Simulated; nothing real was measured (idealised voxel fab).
The document below concerns the process module designated voxel gate over fins.
The cross-section shown here is cut; it is 295 nm wide and divided into square cells measuring 5 nm on a side.
Cross-section = grid of square cells, listed top down in bands; band = one or more rows.
In this notation a band is specified by the heights of its top and bottom, in that order and in nm, after which its materials appear from left to right, each paired with its width in nm. The word "throughout" attached to a single material means that material fills the band from edge to edge; the word "empty" stands for empty space.
Heights are measured from 0, the level below which the as-received wafer is all one material; the lowest band has no bottom and continues downward, written as in "z 0 and below".
Top row gets the first number, bottom row gets the second, and each row in between changes by the same step: that is how a band width like "30->40" works.
"no change" (step): cross-section cells unchanged, all of them.
Look at "Trapped void list" for the closed voids: empty spaces with no open path to the top, sized 8 cells or up. Each is width x height at distance, distance from the left edge, all nm.
It should be noted that, on the line of a given step, the content following the step's settings is a remark produced by the simulator itself with respect to that step.
"overlay nm" answers the question of how far to the right of plan the mask lay on a step that has a mask, and when it is negative the answer is to the left.

**Steps planned for the process**
1) RECEIVE | material Si
2) CONFORMAL_DEP | material SiN | thk nm 10
3) MASKED_ETCH | tone cover | mask id FINS | width nm 15 | pitch nm 55 | etch materials SiN | depth nm 10 | overlay nm 0
4) MASKED_ETCH | tone cover | mask id FINS | width nm 15 | pitch nm 55 | etch materials Si | depth nm 35 | overlay nm 0
5) FILL_DEP | material SiO2 | thk nm 10
6) CMP | height nm 10
7) PATTERN | tone open | mask id RAIL | material resist | width nm 15 | thk nm 15 | overlay nm 0
8) DIRECTIONAL_ETCH | etch materials SiO2 | depth nm 40
9) STRIP | etch materials resist
10) CONFORMAL_DEP | material TiN | thk nm 5
11) FILL_DEP | material Ru | thk nm 5
12) CMP | height nm 10
13) SELECTIVE_ETCH | etch materials W Ru TiN | depth nm 30
14) FILL_DEP | material SiO2 | thk nm 5
15) CMP | height nm 10
16) SELECTIVE_ETCH | etch materials SiO2 | depth nm 25
17) STRIP | etch materials SiN
18) CONFORMAL_DEP | material HfO2 | thk nm 5
19) CONFORMAL_DEP | material TiN | thk nm 5
20) FILL_DEP | material W | thk nm 10
21) CMP | height nm 15
22) CONFORMAL_DEP | material SiCN | thk nm 10

**What follows covers the first of two wafers; it ran as planned**

**Wafer cross-section on receipt, i.e. after step 1**
    z 0 and below: Si throughout
    Trapped void list: none

**Cross-section of the wafer after step 2**
    z 10 to 0: SiN throughout
    Beneath the level 0, the cross-section is identical to its previous state.

**Cross-section of the wafer after step 3**
    z 10 to 0: empty: 110 | SiN: 15 | empty: 40 | SiN: 15 | empty: 115
    Beneath the level 0, the cross-section is identical to its previous state.

**Cross-section of the wafer after step 4**
    z 10 to 0: empty: 110 | SiN: 15 | empty: 40 | SiN: 15 | empty: 115
    z 0 to -35: empty: 110 | Si: 15 | empty: 40 | Si: 15 | empty: 115
    Beneath the level -35, the cross-section is identical to its previous state.

**Cross-section of the wafer after step 5**
    z 20 to 10: SiO2 throughout
    z 10 to 0: SiO2: 110 | SiN: 15 | SiO2: 40 | SiN: 15 | SiO2: 115
    z 0 to -35: SiO2: 110 | Si: 15 | SiO2: 40 | Si: 15 | SiO2: 115
    Beneath the level -35, the cross-section is identical to its previous state.

**Cross-section of the wafer after step 6**
    z 10 to 0: SiO2: 110 | SiN: 15 | SiO2: 40 | SiN: 15 | SiO2: 115
    Beneath the level 0, the cross-section is identical to its previous state.

**Cross-section of the wafer after step 7**
    z 25 to 10: resist: 135 | empty: 15 | resist: 145
    Beneath the level 10, the cross-section is identical to its previous state.

**Cross-section of the wafer after step 8**
    z 25 to 10: resist: 135 | empty: 15 | resist: 145
    z 10 to 0: SiO2: 110 | SiN: 15 | SiO2: 10 | empty: 15 | SiO2: 15 | SiN: 15 | SiO2: 115
    z 0 to -30: SiO2: 110 | Si: 15 | SiO2: 10 | empty: 15 | SiO2: 15 | Si: 15 | SiO2: 115
    Beneath the level -30, the cross-section is identical to its previous state.

**Cross-section of the wafer after step 9**
    z 10 to 0: SiO2: 110 | SiN: 15 | SiO2: 10 | empty: 15 | SiO2: 15 | SiN: 15 | SiO2: 115
    Beneath the level 0, the cross-section is identical to its previous state.

**Cross-section of the wafer after step 10**
    z 15 to 10: TiN: 140 | empty: 5 | TiN: 150
    z 10 to 0: SiO2: 110 | SiN: 15 | SiO2: 10 | TiN: 5 | empty: 5 | TiN: 5 | SiO2: 15 | SiN: 15 | SiO2: 115
    z 0 to -25: SiO2: 110 | Si: 15 | SiO2: 10 | TiN: 5 | empty: 5 | TiN: 5 | SiO2: 15 | Si: 15 | SiO2: 115
    z -25 to -30: SiO2: 110 | Si: 15 | SiO2: 10 | TiN: 15 | SiO2: 15 | Si: 15 | SiO2: 115
    Beneath the level -30, the cross-section is identical to its previous state.

**Cross-section of the wafer after step 11**
    z 20 to 15: Ru throughout
    z 15 to 10: TiN: 140 | Ru: 5 | TiN: 150
    z 10 to 0: SiO2: 110 | SiN: 15 | SiO2: 10 | TiN: 5 | Ru: 5 | TiN: 5 | SiO2: 15 | SiN: 15 | SiO2: 115
    z 0 to -25: SiO2: 110 | Si: 15 | SiO2: 10 | TiN: 5 | Ru: 5 | TiN: 5 | SiO2: 15 | Si: 15 | SiO2: 115
    Beneath the level -25, the cross-section is identical to its previous state.

**Cross-section of the wafer after step 12**
    z 10 to 0: SiO2: 110 | SiN: 15 | SiO2: 10 | TiN: 5 | Ru: 5 | TiN: 5 | SiO2: 15 | SiN: 15 | SiO2: 115
    Beneath the level 0, the cross-section is identical to its previous state.

**Cross-section of the wafer after step 13**
    z 10 to 0: SiO2: 110 | SiN: 15 | SiO2: 10 | empty: 15 | SiO2: 15 | SiN: 15 | SiO2: 115
    z 0 to -20: SiO2: 110 | Si: 15 | SiO2: 10 | empty: 15 | SiO2: 15 | Si: 15 | SiO2: 115
    Beneath the level -20, the cross-section is identical to its previous state.

**Cross-section of the wafer after step 14**
    z 15 to 10: SiO2 throughout
    z 10 to 0: SiO2: 110 | SiN: 15 | SiO2: 40 | SiN: 15 | SiO2: 115
    z 0 to -20: SiO2: 110 | Si: 15 | SiO2: 40 | Si: 15 | SiO2: 115
    Beneath the level -20, the cross-section is identical to its previous state.

**Cross-section of the wafer after step 15**
    z 10 to 0: SiO2: 110 | SiN: 15 | SiO2: 40 | SiN: 15 | SiO2: 115
    Beneath the level 0, the cross-section is identical to its previous state.

**Cross-section of the wafer after step 16**
    z 10 to 0: empty: 110 | SiN: 15 | empty: 40 | SiN: 15 | empty: 115
    z 0 to -15: empty: 110 | Si: 15 | empty: 40 | Si: 15 | empty: 115
    Beneath the level -15, the cross-section is identical to its previous state.

**Cross-section of the wafer after step 17**
    z 0 to -15: empty: 110 | Si: 15 | empty: 40 | Si: 15 | empty: 115
    Beneath the level -15, the cross-section is identical to its previous state.

**Cross-section of the wafer after step 18**
    z 5 to 0: empty: 105 | HfO2: 25 | empty: 30 | HfO2: 25 | empty: 110
    z 0 to -10: empty: 105 | HfO2: 5 | Si: 15 | HfO2: 5 | empty: 30 | HfO2: 5 | Si: 15 | HfO2: 5 | empty: 110
    z -10 to -15: HfO2: 110 | Si: 15 | HfO2: 40 | Si: 15 | HfO2: 115
    Beneath the level -15, the cross-section is identical to its previous state.

**Cross-section of the wafer after step 19**
    z 10 to 5: empty: 100 | TiN: 35 | empty: 20 | TiN: 35 | empty: 105
    z 5 to 0: empty: 100 | TiN: 5 | HfO2: 25 | TiN: 5 | empty: 20 | TiN: 5 | HfO2: 25 | TiN: 5 | empty: 105
    z 0 to -5: empty: 100 | TiN: 5 | HfO2: 5 | Si: 15 | HfO2: 5 | TiN: 5 | empty: 20 | TiN: 5 | HfO2: 5 | Si: 15 | HfO2: 5 | TiN: 5 | empty: 105
    z -5 to -10: TiN: 105 | HfO2: 5 | Si: 15 | HfO2: 5 | TiN: 30 | HfO2: 5 | Si: 15 | HfO2: 5 | TiN: 110
    Beneath the level -10, the cross-section is identical to its previous state.

**Cross-section of the wafer after step 20**
    z 20 to 10: W throughout
    z 10 to 5: W: 100 | TiN: 35 | W: 20 | TiN: 35 | W: 105
    z 5 to 0: W: 100 | TiN: 5 | HfO2: 25 | TiN: 5 | W: 20 | TiN: 5 | HfO2: 25 | TiN: 5 | W: 105
    z 0 to -5: W: 100 | TiN: 5 | HfO2: 5 | Si: 15 | HfO2: 5 | TiN: 5 | W: 20 | TiN: 5 | HfO2: 5 | Si: 15 | HfO2: 5 | TiN: 5 | W: 105
    Beneath the level -5, the cross-section is identical to its previous state.

**Cross-section of the wafer after step 21**
    z 15 to 10: W throughout
    Beneath the level 10, the cross-section is identical to its previous state.

**Cross-section of the wafer after step 22**
    z 25 to 15: SiCN throughout
    Beneath the level 15, the cross-section is identical to its previous state.

**Wafer two. Same start, same plan, one slip in execution. Same as wafer one through step 6, inclusive**

**Second wafer, sectioned view, at step 7's planned end time**
    z 25 to 10: resist: 125 | empty: 15 | resist: 155
    Beneath the level 10, the cross-section is identical to its previous state.

**Second wafer, sectioned view, at step 8's planned end time**
    z 25 to 10: resist: 125 | empty: 15 | resist: 155
    z 10 to 0: SiO2: 110 | SiN: 15 | empty: 15 | SiO2: 25 | SiN: 15 | SiO2: 115
    z 0 to -30: SiO2: 110 | Si: 15 | empty: 15 | SiO2: 25 | Si: 15 | SiO2: 115
    Beneath the level -30, the cross-section is identical to its previous state.

**Second wafer, sectioned view, at step 9's planned end time**
    z 10 to 0: SiO2: 110 | SiN: 15 | empty: 15 | SiO2: 25 | SiN: 15 | SiO2: 115
    Beneath the level 0, the cross-section is identical to its previous state.

**Second wafer, sectioned view, at step 10's planned end time**
    z 15 to 10: TiN: 130 | empty: 5 | TiN: 160
    z 10 to 0: SiO2: 110 | SiN: 15 | TiN: 5 | empty: 5 | TiN: 5 | SiO2: 25 | SiN: 15 | SiO2: 115
    z 0 to -25: SiO2: 110 | Si: 15 | TiN: 5 | empty: 5 | TiN: 5 | SiO2: 25 | Si: 15 | SiO2: 115
    z -25 to -30: SiO2: 110 | Si: 15 | TiN: 15 | SiO2: 25 | Si: 15 | SiO2: 115
    Beneath the level -30, the cross-section is identical to its previous state.

**Second wafer, sectioned view, at step 11's planned end time**
    z 20 to 15: Ru throughout
    z 15 to 10: TiN: 130 | Ru: 5 | TiN: 160
    z 10 to 0: SiO2: 110 | SiN: 15 | TiN: 5 | Ru: 5 | TiN: 5 | SiO2: 25 | SiN: 15 | SiO2: 115
    z 0 to -25: SiO2: 110 | Si: 15 | TiN: 5 | Ru: 5 | TiN: 5 | SiO2: 25 | Si: 15 | SiO2: 115
    Beneath the level -25, the cross-section is identical to its previous state.

**Second wafer, sectioned view, at step 12's planned end time**
    z 10 to 0: SiO2: 110 | SiN: 15 | TiN: 5 | Ru: 5 | TiN: 5 | SiO2: 25 | SiN: 15 | SiO2: 115
    Beneath the level 0, the cross-section is identical to its previous state.

**Second wafer, sectioned view, at step 13's planned end time**
    z 10 to 0: SiO2: 110 | SiN: 15 | empty: 15 | SiO2: 25 | SiN: 15 | SiO2: 115
    z 0 to -20: SiO2: 110 | Si: 15 | empty: 15 | SiO2: 25 | Si: 15 | SiO2: 115
    Beneath the level -20, the cross-section is identical to its previous state.

**Second wafer, sectioned view, at step 14's planned end time**
    z 15 to 10: SiO2 throughout
    z 10 to 0: SiO2: 110 | SiN: 15 | SiO2: 40 | SiN: 15 | SiO2: 115
    z 0 to -20: SiO2: 110 | Si: 15 | SiO2: 40 | Si: 15 | SiO2: 115
    Beneath the level -20, the cross-section is identical to its previous state.

**Second wafer, sectioned view, at step 15's planned end time**
    z 10 to 0: SiO2: 110 | SiN: 15 | SiO2: 40 | SiN: 15 | SiO2: 115
    Beneath the level 0, the cross-section is identical to its previous state.

**Second wafer, sectioned view, at step 16's planned end time**
    z 10 to 0: empty: 110 | SiN: 15 | empty: 40 | SiN: 15 | empty: 115
    z 0 to -15: empty: 110 | Si: 15 | empty: 40 | Si: 15 | empty: 115
    Beneath the level -15, the cross-section is identical to its previous state.

**Second wafer, sectioned view, at step 17's planned end time**
    z 0 to -15: empty: 110 | Si: 15 | empty: 40 | Si: 15 | empty: 115
    Beneath the level -15, the cross-section is identical to its previous state.

**Second wafer, sectioned view, at step 18's planned end time**
    z 5 to 0: empty: 105 | HfO2: 25 | empty: 30 | HfO2: 25 | empty: 110
    z 0 to -10: empty: 105 | HfO2: 5 | Si: 15 | HfO2: 5 | empty: 30 | HfO2: 5 | Si: 15 | HfO2: 5 | empty: 110
    z -10 to -15: HfO2: 110 | Si: 15 | HfO2: 40 | Si: 15 | HfO2: 115
    Beneath the level -15, the cross-section is identical to its previous state.

**Second wafer, sectioned view, at step 19's planned end time**
    z 10 to 5: empty: 100 | TiN: 35 | empty: 20 | TiN: 35 | empty: 105
    z 5 to 0: empty: 100 | TiN: 5 | HfO2: 25 | TiN: 5 | empty: 20 | TiN: 5 | HfO2: 25 | TiN: 5 | empty: 105
    z 0 to -5: empty: 100 | TiN: 5 | HfO2: 5 | Si: 15 | HfO2: 5 | TiN: 5 | empty: 20 | TiN: 5 | HfO2: 5 | Si: 15 | HfO2: 5 | TiN: 5 | empty: 105
    z -5 to -10: TiN: 105 | HfO2: 5 | Si: 15 | HfO2: 5 | TiN: 30 | HfO2: 5 | Si: 15 | HfO2: 5 | TiN: 110
    Beneath the level -10, the cross-section is identical to its previous state.

**Second wafer, sectioned view, at step 20's planned end time**
    z 20 to 10: W throughout
    z 10 to 5: W: 100 | TiN: 35 | W: 20 | TiN: 35 | W: 105
    z 5 to 0: W: 100 | TiN: 5 | HfO2: 25 | TiN: 5 | W: 20 | TiN: 5 | HfO2: 25 | TiN: 5 | W: 105
    z 0 to -5: W: 100 | TiN: 5 | HfO2: 5 | Si: 15 | HfO2: 5 | TiN: 5 | W: 20 | TiN: 5 | HfO2: 5 | Si: 15 | HfO2: 5 | TiN: 5 | W: 105
    Beneath the level -5, the cross-section is identical to its previous state.

**Second wafer, sectioned view, at step 21's planned end time**
    z 15 to 10: W throughout
    Beneath the level 10, the cross-section is identical to its previous state.

**Second wafer, sectioned view, at step 22's planned end time**
    z 25 to 15: SiCN throughout
    Beneath the level 15, the cross-section is identical to its previous state.
The mistake made against the process plan was this: step 7 was processed under conditions differing from the plan, specifically as PATTERN | tone open | mask id RAIL | material resist | width nm 15 | thk nm 15 | overlay nm -10
At the end, the second wafer has the same number of cells of each material as the first, but those cells sit in other places.
